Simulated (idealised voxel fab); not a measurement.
process module | voxel gate over fins
cross-section cut | 200 nm wide | cells 5 nm
A cross-section is a grid of square cells, given in bands from the top down. A band is one or more rows of cells.
Each band's line starts with the height of the band's top and of its bottom, in nm. Then come its materials from left to right, each with its width in nm. One material with "throughout" fills the band from edge to edge. "air" is empty space.
Height 0 is the level under which the wafer as received is all one material. The lowest band goes on downwards, as in "0 down".
A width such as "30 to 40" changes by the same amount from each row of cells to the next, from the band's top row to its bottom row.
"no change" after a step means that no cell of the cross-section changed.
closed voids: empty space of 8 cells or more with no open way to the top, each as width x height at its distance from the left edge, in nm
after a step's settings: what the simulator itself notes on the step
overlay nm, on a step with a mask: how far to the right of its planned place the mask lay; to the left if negative
plan
1 op RECEIVE | material Si
2 op CONFORMAL_DEP | material SiN | thk nm 10
3 op PATTERN | tone cover | mask id FINS | material resist | width nm 15 | pitch nm 60 | thk nm 15 | overlay nm 0
4 op DIRECTIONAL_ETCH | etch materials SiN | depth nm 10
5 op DIRECTIONAL_ETCH | etch materials Si | depth nm 35
6 op STRIP | etch materials resist
7 op FILL_DEP | material SiO2 | thk nm 5
8 op CMP | height nm 10
9 op DIRECTIONAL_DEP | material aC | thk nm 15
10 op PATTERN | tone open | mask id RAIL | material resist | width nm 15 | thk nm 30 | overlay nm 0
11 op DIRECTIONAL_ETCH | etch materials aC | depth nm 15
12 op STRIP | etch materials resist
13 op DIRECTIONAL_ETCH | etch materials SiO2 | depth nm 40
14 op STRIP | etch materials aC
15 op CONFORMAL_DEP | material TiN | thk nm 5
16 op FILL_DEP | material W | thk nm 5
17 op CMP | height nm 10
18 op SELECTIVE_ETCH | etch materials W Ru TiN | depth nm 30
19 op FILL_DEP | material SiO2 | thk nm 5
20 op CMP | height nm 10
21 op SELECTIVE_ETCH | etch materials SiO2 | depth nm 25
22 op STRIP | etch materials SiN
23 op CONFORMAL_DEP | material HfO2 | thk nm 5
24 op CONFORMAL_DEP | material TiN | thk nm 5
25 op CONFORMAL_DEP | material TiAl | thk nm 5
26 op CONFORMAL_DEP | material TiN | thk nm 5
27 op FILL_DEP | material W | thk nm 15
28 op CMP | height nm 30
29 op CONFORMAL_DEP | material SiCN | thk nm 5
as received, after step 1
  0 down: Si throughout
  closed voids: none
a wafer at the end: this start, this plan, one mistake
  35 to 30: SiCN throughout
  30 to 20: TiAl throughout
  20 to 15: TiAl 40 | TiN 55 | TiAl 5 | TiN 55 | TiAl 45
  15 to 10: TiAl 40 | TiN 5 | TiAl 45 | TiN 5 | TiAl 5 | TiN 5 | TiAl 45 | TiN 5 | TiAl 45
  10 to 5: TiAl 40 | TiN 5 | TiAl 5 | TiN 35 | TiAl 5 | TiN 5 | TiAl 5 | TiN 5 | TiAl 5 | TiN 35 | TiAl 5 | TiN 5 | TiAl 45
  5 to 0: TiN 45 | TiAl 5 | TiN 5 | HfO2 25 | TiN 5 | TiAl 5 | TiN 15 | TiAl 5 | TiN 5 | HfO2 25 | TiN 5 | TiAl 5 | TiN 50
  0 to -5: TiAl 50 | TiN 5 | HfO2 5 | Si 15 | HfO2 5 | TiN 5 | TiAl 25 | TiN 5 | HfO2 5 | Si 15 | HfO2 5 | TiN 5 | TiAl 55
  -5 to -10: TiN 55 | HfO2 5 | Si 15 | HfO2 5 | TiN 35 | HfO2 5 | Si 15 | HfO2 5 | TiN 60
  -10 to -15: HfO2 60 | Si 15 | HfO2 45 | Si 15 | HfO2 65
  -15 to -20: SiO2 60 | Si 15 | SiO2 45 | Si 15 | SiO2 65
  -20 to -25: SiO2 60 | Si 15 | SiO2 15 | TiN 5 | W 5 | TiN 5 | SiO2 15 | Si 15 | SiO2 65
  -25 to -30: SiO2 60 | Si 15 | SiO2 15 | TiN 15 | SiO2 15 | Si 15 | SiO2 65
  -30 to -35: SiO2 60 | Si 15 | SiO2 45 | Si 15 | SiO2 65
  -35 down: Si throughout
  closed voids: none
what went wrong: step 27 ran as: op FILL_DEP | material TiAl | thk nm 15
